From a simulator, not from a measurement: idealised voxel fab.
You're looking at the process module voxel released beams.
It is cross-section cut that appears here, measuring 160 nm in width, its square cells being 5 nm in size.
Cross-section, as written here: a square-cell grid given band by band from the top down, where a band holds one or more rows of cells. Per band: top height and bottom height in nm, followed by the left-to-right materials and their widths in nm; "everywhere" marks a single material spanning edge to edge, "empty" marks empty space. Height is counted from the level 0, under which the received wafer is composed throughout of one material. The lowest of the bands is not closed at the bottom but continues downward, in the notation "0 and below". Per-row width for "30..40": begins at first number (top row of band), ends at second number (bottom row), increment between rows held constant. Step marked "no change"? Then no cell in the cross-section changed in it. The entry titled "Unvented voids" provides the empty spaces that have no open way to the top, restricted to those of 8 cells or more. Each is presented as width x height at distance, the distance being measured from the left edge, with all three in nm. That trailing text on a step's line, after the settings, is the simulator's own remark on the step. A step's line can hold "overlay nm"; with a mask on that step, the setting says how far right of the planned place the mask lay, while a negative setting says it lay to the left.

Process steps - plan
1 RECEIVE | material Si
2 CONFORMAL_DEP | material Al2O3 | thk nm 10
3 DIRECTIONAL_DEP | material SiO2 | thk nm 10
4 PATTERN | tone open | mask id ANCHOR | material resist | width nm 30 | thk nm 15 | overlay nm 0
5 DIRECTIONAL_ETCH | etch materials SiO2 | depth nm 10
6 STRIP | etch materials resist
7 CONFORMAL_DEP | material SiN | thk nm 10
8 DIRECTIONAL_DEP | material aC | thk nm 15
9 PATTERN | tone cover | mask id BEAM | material resist | width nm 95 | thk nm 30 | overlay nm -15
10 DIRECTIONAL_ETCH | etch materials aC | depth nm 15
11 STRIP | etch materials resist
12 DIRECTIONAL_ETCH | etch materials SiN | depth nm 10
13 STRIP | etch materials aC
14 STRIP | etch materials SiO2
Across this set of wafers, the varied parameter is the overlay nm of step 9. Starting conditions are identical for every wafer, and the plan reports the value assigned to the first wafer.

First of several wafers, received after step 1, in cross-section
0 and below  Si everywhere
Unvented voids: none

The following table contains a row per wafer, in which are reported, at the conclusion of the module, the cells of each material gained (+) or lost (-) since the wafer's receipt, with its closed voids given thereafter
overlay nm -15, +64 Al2O3, +46 SiN, Unvented voids: none
overlay nm -10, +64 Al2O3, +46 SiN, Unvented voids: none
overlay nm -5, +64 Al2O3, +46 SiN, Unvented voids: none
overlay nm 0, +64 Al2O3, +46 SiN, Unvented voids: none
overlay nm 5, +64 Al2O3, +46 SiN, Unvented voids: none
overlay nm 10, +64 Al2O3, +46 SiN, Unvented voids: none
overlay nm 15, +64 Al2O3, +46 SiN, Unvented voids: none
